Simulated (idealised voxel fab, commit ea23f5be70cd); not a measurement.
The following is a process module called voxel self aligned contacts.
210 nm wide, 5 nm square cells: that's cross-section cut.
How to read a cross-section here: the picture is a grid of square cells, written as bands going from the top down, and any band can span one or more rows of cells. Heights first: top, then bottom, in nm. Then materials, left to right, each with a width in nm. "edge to edge" on a single material: fills the band edge to edge. "air": empty space. Heads up on the height convention: 0 is the point under which the incoming wafer is all one material, and the lowest band has no bottom, it just keeps going down, like "0 and below". Width spec "30->40" -> top row of cells at first value, bottom row at second value, equal per-row change in between. A step reported as "nothing altered" is a step in which no cell of the cross-section changed. If an empty space has no open way to the top and is at least 8 cells in size, "Sealed internal cavities" lists it, written width x height at distance, where distance is measured from the left edge and every value is in nm. after a step's settings: what the simulator itself notes on the step. If you see "overlay nm" on a step's line and that step has a mask, it's telling you how far right of where it was planned the mask ended up; a negative number means it went left instead.

### This section lists the process steps that were planned
| 1 | RECEIVE, material Si |
| 2 | CONFORMAL_DEP, material SiO2, thk nm 5 |
| 3 | DIRECTIONAL_DEP, material polySi, thk nm 30 |
| 4 | DIRECTIONAL_DEP, material SiN, thk nm 20 |
| 5 | PATTERN, tone cover, mask id GATE, material resist, width nm 25, pitch nm 50, thk nm 15, overlay nm 0 |
| 6 | DIRECTIONAL_ETCH, etch materials SiN, depth nm 20 |
| 7 | DIRECTIONAL_ETCH, etch materials polySi, depth nm 30 |
| 8 | STRIP, etch materials resist |
| 9 | CONFORMAL_DEP, material SiN, thk nm 5 |
| 10 | DIRECTIONAL_ETCH, etch materials SiN, depth nm 5 |
| 11 | FILL_DEP, material SiO2, thk nm 10 |
| 12 | CMP, height nm 60 |
| 13 | PATTERN, tone open, mask id CONTACT, material resist, width nm 35, thk nm 15, overlay nm 0 |
| 14 | DIRECTIONAL_ETCH, etch materials SiO2, depth nm 60 |
| 15 | STRIP, etch materials resist |
| 16 | CONFORMAL_DEP, material TiN, thk nm 5 |
| 17 | FILL_DEP, material Ru, thk nm 5 |
| 18 | CMP, height nm 60 |
| 19 | CONFORMAL_DEP, material SiN, thk nm 5 |

### The first of a set of two wafers, run to plan

### Incoming wafer in cross-section (state: after step 1)
> 0 and below = Si edge to edge
> Sealed internal cavities: none

### Upon completion of step 2, the wafer appears in cross-section as shown
> 5 down to 0 = SiO2 edge to edge
> Whatever lies below 0 is exactly as it was before.

### Upon completion of step 3, the wafer appears in cross-section as shown
> 35 down to 5 = polySi edge to edge
> Whatever lies below 5 is exactly as it was before.

### Upon completion of step 4, the wafer appears in cross-section as shown
> 55 down to 35 = SiN edge to edge
> Whatever lies below 35 is exactly as it was before.

### Upon completion of step 5, the wafer appears in cross-section as shown
> 70 down to 55 = air 65; resist 25; air 25; resist 25; air 70
> Whatever lies below 55 is exactly as it was before.

### Upon completion of step 6, the wafer appears in cross-section as shown
> 70 down to 55 = air 65; resist 25; air 25; resist 25; air 70
> 55 down to 35 = air 65; SiN 25; air 25; SiN 25; air 70
> Whatever lies below 35 is exactly as it was before.

### Upon completion of step 7, the wafer appears in cross-section as shown
> 70 down to 55 = air 65; resist 25; air 25; resist 25; air 70
> 55 down to 35 = air 65; SiN 25; air 25; SiN 25; air 70
> 35 down to 5 = air 65; polySi 25; air 25; polySi 25; air 70
> Whatever lies below 5 is exactly as it was before.

### Upon completion of step 8, the wafer appears in cross-section as shown
> 55 down to 35 = air 65; SiN 25; air 25; SiN 25; air 70
> Whatever lies below 35 is exactly as it was before.

### Upon completion of step 9, the wafer appears in cross-section as shown
> 60 down to 35 = air 60; SiN 35; air 15; SiN 35; air 65
> 35 down to 10 = air 60; SiN 5; polySi 25; SiN 5; air 15; SiN 5; polySi 25; SiN 5; air 65
> 10 down to 5 = SiN 65; polySi 25; SiN 25; polySi 25; SiN 70
> Whatever lies below 5 is exactly as it was before.

### Upon completion of step 10, the wafer appears in cross-section as shown
> 55 down to 35 = air 60; SiN 35; air 15; SiN 35; air 65
> 35 down to 5 = air 60; SiN 5; polySi 25; SiN 5; air 15; SiN 5; polySi 25; SiN 5; air 65
> Whatever lies below 5 is exactly as it was before.

### Upon completion of step 11, the wafer appears in cross-section as shown
> 65 down to 55 = SiO2 edge to edge
> 55 down to 35 = SiO2 60; SiN 35; SiO2 15; SiN 35; SiO2 65
> 35 down to 5 = SiO2 60; SiN 5; polySi 25; SiN 5; SiO2 15; SiN 5; polySi 25; SiN 5; SiO2 65
> Whatever lies below 5 is exactly as it was before.

### Upon completion of step 12, the wafer appears in cross-section as shown
> 60 down to 55 = SiO2 edge to edge
> Whatever lies below 55 is exactly as it was before.

### Upon completion of step 13, the wafer appears in cross-section as shown
> 75 down to 60 = resist 85; air 35; resist 90
> Whatever lies below 60 is exactly as it was before.

### Upon completion of step 14, the wafer appears in cross-section as shown
> 75 down to 60 = resist 85; air 35; resist 90
> 60 down to 55 = SiO2 85; air 35; SiO2 90
> 55 down to 35 = SiO2 60; SiN 35; air 15; SiN 35; SiO2 65
> 35 down to 5 = SiO2 60; SiN 5; polySi 25; SiN 5; air 15; SiN 5; polySi 25; SiN 5; SiO2 65
> 5 down to 0 = SiO2 95; air 15; SiO2 100
> Whatever lies below 0 is exactly as it was before.

### Upon completion of step 15, the wafer appears in cross-section as shown
> 60 down to 55 = SiO2 85; air 35; SiO2 90
> Whatever lies below 55 is exactly as it was before.

### Upon completion of step 16, the wafer appears in cross-section as shown
> 65 down to 60 = TiN 90; air 25; TiN 95
> 60 down to 55 = SiO2 85; TiN 15; air 5; TiN 15; SiO2 90
> 55 down to 35 = SiO2 60; SiN 35; TiN 5; air 5; TiN 5; SiN 35; SiO2 65
> 35 down to 5 = SiO2 60; SiN 5; polySi 25; SiN 5; TiN 5; air 5; TiN 5; SiN 5; polySi 25; SiN 5; SiO2 65
> 5 down to 0 = SiO2 95; TiN 15; SiO2 100
> Whatever lies below 0 is exactly as it was before.

### Upon completion of step 17, the wafer appears in cross-section as shown
> 70 down to 65 = Ru edge to edge
> 65 down to 60 = TiN 90; Ru 25; TiN 95
> 60 down to 55 = SiO2 85; TiN 15; Ru 5; TiN 15; SiO2 90
> 55 down to 35 = SiO2 60; SiN 35; TiN 5; Ru 5; TiN 5; SiN 35; SiO2 65
> 35 down to 5 = SiO2 60; SiN 5; polySi 25; SiN 5; TiN 5; Ru 5; TiN 5; SiN 5; polySi 25; SiN 5; SiO2 65
> Whatever lies below 5 is exactly as it was before.

### Upon completion of step 18, the wafer appears in cross-section as shown
> 60 down to 55 = SiO2 85; TiN 15; Ru 5; TiN 15; SiO2 90
> Whatever lies below 55 is exactly as it was before.

### Upon completion of step 19, the wafer appears in cross-section as shown
> 65 down to 60 = SiN edge to edge
> Whatever lies below 60 is exactly as it was before.

### Companion wafer, the second of two: same beginning, same intended sequence, one mistake in carrying it out; through step 11 inclusive it tracks the first exactly

### Second wafer, cut view, end of step 12 per plan
> 55 down to 35 = SiO2 60; SiN 35; SiO2 15; SiN 35; SiO2 65
> Whatever lies below 35 is exactly as it was before.

### Second wafer, cut view, end of step 13 per plan
> 70 down to 55 = resist 85; air 35; resist 90
> Whatever lies below 55 is exactly as it was before.

### Second wafer, cut view, end of step 14 per plan
> 70 down to 55 = resist 85; air 35; resist 90
> 55 down to 35 = SiO2 60; SiN 35; air 15; SiN 35; SiO2 65
> 35 down to 5 = SiO2 60; SiN 5; polySi 25; SiN 5; air 15; SiN 5; polySi 25; SiN 5; SiO2 65
> 5 down to 0 = SiO2 95; air 15; SiO2 100
> Whatever lies below 0 is exactly as it was before.

### Second wafer, cut view, end of step 15 per plan
> 55 down to 35 = SiO2 60; SiN 35; air 15; SiN 35; SiO2 65
> Whatever lies below 35 is exactly as it was before.

### Second wafer, cut view, end of step 16 per plan
> 60 down to 55 = TiN 100; air 5; TiN 105
> 55 down to 35 = SiO2 60; SiN 35; TiN 5; air 5; TiN 5; SiN 35; SiO2 65
> 35 down to 5 = SiO2 60; SiN 5; polySi 25; SiN 5; TiN 5; air 5; TiN 5; SiN 5; polySi 25; SiN 5; SiO2 65
> 5 down to 0 = SiO2 95; TiN 15; SiO2 100
> Whatever lies below 0 is exactly as it was before.

### Second wafer, cut view, end of step 17 per plan
> 65 down to 60 = Ru edge to edge
> 60 down to 55 = TiN 100; Ru 5; TiN 105
> 55 down to 35 = SiO2 60; SiN 35; TiN 5; Ru 5; TiN 5; SiN 35; SiO2 65
> 35 down to 5 = SiO2 60; SiN 5; polySi 25; SiN 5; TiN 5; Ru 5; TiN 5; SiN 5; polySi 25; SiN 5; SiO2 65
> Whatever lies below 5 is exactly as it was before.

### Second wafer, cut view, end of step 18 per plan
> 60 down to 55 = TiN 100; Ru 5; TiN 105
> Whatever lies below 55 is exactly as it was before.

### Second wafer, cut view, end of step 19 per plan
> 65 down to 60 = SiN edge to edge
> Whatever lies below 60 is exactly as it was before.
Finding, execution versus plan: step 12 ran with different settings than intended, the actual operation and settings being CMP, height nm 55
Looking at both finished wafers in cells, the second ends up ahead of or behind the first on some materials: SiO2 -35; TiN +35
